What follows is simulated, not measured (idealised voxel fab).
The document below concerns the process module designated voxel self aligned contacts.
The figure presents cross-section cut, which has a width of 185 nm and is divided into square cells with an edge length of 5 nm.
We lay out every cross-section as a grid of square cells and spell it out in bands from the top down, where one band means one or more rows of cells.
This entry defines a band. It first specifies the height of the band's top and the height of its bottom in nm, and then specifies the band's materials from left to right, stating each material with its width in nm. The word "throughout" identifies a single material that fills the band from edge to edge, while the word "blank" identifies empty space.
The level at which height equals 0 is the one under which the wafer, as it arrives, is entirely one material. No lower edge exists for the bottom band, which continues downward and is notated as in "0 nm and below".
So if you see something like "30 to 40" for the width, read it as the top row of the band sitting at the first number and the bottom row at the second, with every row in between moving by the same amount as the last.
The cross-section has no changed cell in any step marked "remained the same".
"Enclosed void listing" lists enclosed empty spaces (at least 8 cells, no open path upward to the top), each as width x height at distance from the left edge, in nm.
Text after the settings on a step's line: the simulator's own remark on that step.
"overlay nm" denotes, for a step that has a mask, the displacement of the mask to the right of its planned place, with negative values corresponding to the left.
plan
1) RECEIVE: material Si
2) CONFORMAL_DEP: material SiO2, thk nm 5
3) DIRECTIONAL_DEP: material polySi, thk nm 30
4) DIRECTIONAL_DEP: material SiN, thk nm 20
5) MASKED_ETCH: tone cover, mask id GATE, width nm 25, pitch nm 60, etch materials SiN, depth nm 20, overlay nm 0
6) MASKED_ETCH: tone cover, mask id GATE, width nm 25, pitch nm 60, etch materials polySi, depth nm 30, overlay nm 0
7) CONFORMAL_DEP: material SiN, thk nm 5
8) DIRECTIONAL_ETCH: etch materials SiN, depth nm 10
9) FILL_DEP: material SiO2, thk nm 10
10) CMP: height nm 60
11) DIRECTIONAL_DEP: material aC, thk nm 10
12) PATTERN: tone open, mask id CONTACT, material resist, width nm 45, thk nm 25, overlay nm 0
13) DIRECTIONAL_ETCH: etch materials aC, depth nm 10
14) STRIP: etch materials resist
15) DIRECTIONAL_ETCH: etch materials SiO2, depth nm 60
16) STRIP: etch materials aC
17) CONFORMAL_DEP: material TiN, thk nm 5
18) FILL_DEP: material Ru, thk nm 10
19) CMP: height nm 60
20) CONFORMAL_DEP: material SiCN, thk nm 5
Quick note for whoever runs this: the wafers start identical, but the thk nm at step 7 isn't the same across them. The plan just shows what the first wafer had.
As received, i.e. after step 1: cross-section through the first of several wafers
    0 nm and below  Si throughout
    Enclosed void listing: none
Cross-section of the first of several wafers once the module has run through its last step, step 20
    65 nm to 60 nm  SiCN throughout
    60 nm to 50 nm  70 nm SiO2 | 5 to 15 nm TiN | 35 to 15 nm Ru | 5 to 15 nm TiN | 70 nm SiO2
    50 nm to 35 nm  45 nm SiO2 | 35 nm SiN | 5 nm TiN | 15 nm Ru | 5 nm TiN | 35 nm SiN | 45 nm SiO2
    35 nm to 5 nm  45 nm SiO2 | 5 nm SiN | 25 nm polySi | 5 nm SiN | 5 nm TiN | 15 nm Ru | 5 nm TiN | 5 nm SiN | 25 nm polySi | 5 nm SiN | 45 nm SiO2
    5 nm to 0 nm  80 nm SiO2 | 25 nm TiN | 80 nm SiO2
    0 nm and below  Si throughout
    Enclosed void listing: none
Sectional view of the last wafer upon completion of the module
    65 nm to 60 nm  SiCN throughout
    60 nm to 35 nm  25 nm SiO2 | 135 nm SiN | 25 nm SiO2
    35 nm to 20 nm  25 nm SiO2 | 25 nm SiN | 25 nm polySi | 35 nm SiN | 25 nm polySi | 25 nm SiN | 25 nm SiO2
    20 nm to 5 nm  50 nm SiN | 25 nm polySi | 35 nm SiN | 25 nm polySi | 50 nm SiN
    5 nm to 0 nm  SiO2 throughout
    0 nm and below  Si throughout
    Enclosed void listing: none
Below, a row for every wafer. Read it as the end-of-module picture: for each material the wafer shows its cells gained (+) or lost (-) since it was received, and then its closed voids
thk nm 5, +37 Ru, +37 SiCN, +66 SiN, +250 SiO2, +31 TiN, +60 polySi, Enclosed void listing: none
thk nm 10, +11 Ru, +37 SiCN, +120 SiN, +222 SiO2, +31 TiN, +60 polySi, Enclosed void listing: none
thk nm 15, +37 SiCN, +197 SiN, +177 SiO2, +10 TiN, +60 polySi, Enclosed void listing: none
thk nm 20, +37 SiCN, +239 SiN, +145 SiO2, +60 polySi, Enclosed void listing: none
thk nm 25, +37 SiCN, +267 SiN, +117 SiO2, +60 polySi, Enclosed void listing: none
